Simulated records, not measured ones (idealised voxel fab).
The following process module bears the name voxel trench capacitor.
The cross-section on display is named cut; it measures 140 nm wide, and its cells are 5 nm squares.
Heads up, the way a cross-section reads in here is a grid of square cells, handed over as bands from the top down, with every band being one or more rows of cells. Band: top height; bottom height; in nm. Then, left to right: material with width in nm, for each material. "all across": a single material spanning edge to edge. "blank": empty space. Heights are expressed relative to 0, this being the level below which the as-received wafer comprises one material exclusively. The lowest band is unbounded in the downward direction and is denoted as in "z 0 and below". Note: "30 to 40" means the width goes from the first number (top row of the band) to the second number (bottom row) in equal steps per row of cells. "nothing got changed" -> step changed no cross-section cell. Entry "Sealed internal voids". Content: empty spaces with no open connection to the top, size 8 cells or greater. Each: width x height at distance. Distance: from left edge. Unit: nm. On each step's line, the part that comes after the settings is the simulator's own comment on the step. overlay nm: on a step with a mask, how far right of its planned place the mask lay; negative means left.
## These are the steps we planned for the process
| 1 | RECEIVE, material Si |
| 2 | CONFORMAL_DEP, material SiN, thk nm 10 |
| 3 | MASKED_ETCH, tone open, mask id TRENCH, width nm 20, pitch nm 35, etch materials SiN, depth nm 10, overlay nm 0 |
| 4 | MASKED_ETCH, tone open, mask id TRENCH, width nm 20, pitch nm 35, etch materials Si, depth nm 35, overlay nm 0 |
| 5 | CONFORMAL_DEP, material Al2O3, thk nm 5 |
| 6 | FILL_DEP, material polySi, thk nm 5 |
| 7 | CMP, height nm 10 |
## So, the first of our two wafers, run just as we planned it
## Cross-section, incoming material, after step 1
  z 0 and below: Si all across
  Sealed internal voids: none
## Step 2 done - wafer cross-section
  z 10 to 0: SiN all across
  Nothing below the height 0 has changed.
## Step 3 done - wafer cross-section
  z 10 to 0: 40 of SiN | 20 of blank | 15 of SiN | 20 of blank | 45 of SiN
  Nothing below the height 0 has changed.
## Step 4 done - wafer cross-section
  z 10 to 0: 40 of SiN | 20 of blank | 15 of SiN | 20 of blank | 45 of SiN
  z 0 to -35: 40 of Si | 20 of blank | 15 of Si | 20 of blank | 45 of Si
  Nothing below the height -35 has changed.
## Step 5 done - wafer cross-section
  z 15 to 10: 45 of Al2O3 | 10 of blank | 25 of Al2O3 | 10 of blank | 50 of Al2O3
  z 10 to 0: 40 of SiN | 5 of Al2O3 | 10 of blank | 5 of Al2O3 | 15 of SiN | 5 of Al2O3 | 10 of blank | 5 of Al2O3 | 45 of SiN
  z 0 to -30: 40 of Si | 5 of Al2O3 | 10 of blank | 5 of Al2O3 | 15 of Si | 5 of Al2O3 | 10 of blank | 5 of Al2O3 | 45 of Si
  z -30 to -35: 40 of Si | 20 of Al2O3 | 15 of Si | 20 of Al2O3 | 45 of Si
  Nothing below the height -35 has changed.
## Step 6 done - wafer cross-section
  z 20 to 15: polySi all across
  z 15 to 10: 45 of Al2O3 | 10 of polySi | 25 of Al2O3 | 10 of polySi | 50 of Al2O3
  z 10 to 0: 40 of SiN | 5 of Al2O3 | 10 of polySi | 5 of Al2O3 | 15 of SiN | 5 of Al2O3 | 10 of polySi | 5 of Al2O3 | 45 of SiN
  z 0 to -30: 40 of Si | 5 of Al2O3 | 10 of polySi | 5 of Al2O3 | 15 of Si | 5 of Al2O3 | 10 of polySi | 5 of Al2O3 | 45 of Si
  Nothing below the height -30 has changed.
## Step 7 done - wafer cross-section
  z 10 to 0: 40 of SiN | 5 of Al2O3 | 10 of polySi | 5 of Al2O3 | 15 of SiN | 5 of Al2O3 | 10 of polySi | 5 of Al2O3 | 45 of SiN
  Nothing below the height 0 has changed.
## For the second wafer, take the first wafer's start and plan, then add one mistake made in running it; everything through step 3, that step included, is shared with the first
## Cross-section of the second wafer when, according to plan, step 4 should have finished
  z 10 to 0: 40 of SiN | 20 of blank | 15 of SiN | 20 of blank | 45 of SiN
  z 0 to -70: 40 of Si | 20 of blank | 15 of Si | 20 of blank | 45 of Si
  Nothing below the height -70 has changed.
## Cross-section of the second wafer when, according to plan, step 5 should have finished
  z 15 to 10: 45 of Al2O3 | 10 of blank | 25 of Al2O3 | 10 of blank | 50 of Al2O3
  z 10 to 0: 40 of SiN | 5 of Al2O3 | 10 of blank | 5 of Al2O3 | 15 of SiN | 5 of Al2O3 | 10 of blank | 5 of Al2O3 | 45 of SiN
  z 0 to -65: 40 of Si | 5 of Al2O3 | 10 of blank | 5 of Al2O3 | 15 of Si | 5 of Al2O3 | 10 of blank | 5 of Al2O3 | 45 of Si
  z -65 to -70: 40 of Si | 20 of Al2O3 | 15 of Si | 20 of Al2O3 | 45 of Si
  Nothing below the height -70 has changed.
## Cross-section of the second wafer when, according to plan, step 6 should have finished
  z 20 to 15: polySi all across
  z 15 to 10: 45 of Al2O3 | 10 of polySi | 25 of Al2O3 | 10 of polySi | 50 of Al2O3
  z 10 to 0: 40 of SiN | 5 of Al2O3 | 10 of polySi | 5 of Al2O3 | 15 of SiN | 5 of Al2O3 | 10 of polySi | 5 of Al2O3 | 45 of SiN
  z 0 to -65: 40 of Si | 5 of Al2O3 | 10 of polySi | 5 of Al2O3 | 15 of Si | 5 of Al2O3 | 10 of polySi | 5 of Al2O3 | 45 of Si
  Nothing below the height -65 has changed.
## Cross-section of the second wafer when, according to plan, step 7 should have finished
  z 10 to 0: 40 of SiN | 5 of Al2O3 | 10 of polySi | 5 of Al2O3 | 15 of SiN | 5 of Al2O3 | 10 of polySi | 5 of Al2O3 | 45 of SiN
  Nothing below the height 0 has changed.
The plan and the run diverged here: twice over, step 4 of the plan was run
Final wafer comparison in cells, second versus first, more or fewer per material: 28 more of Al2O3 | 56 fewer of Si | 28 more of polySi
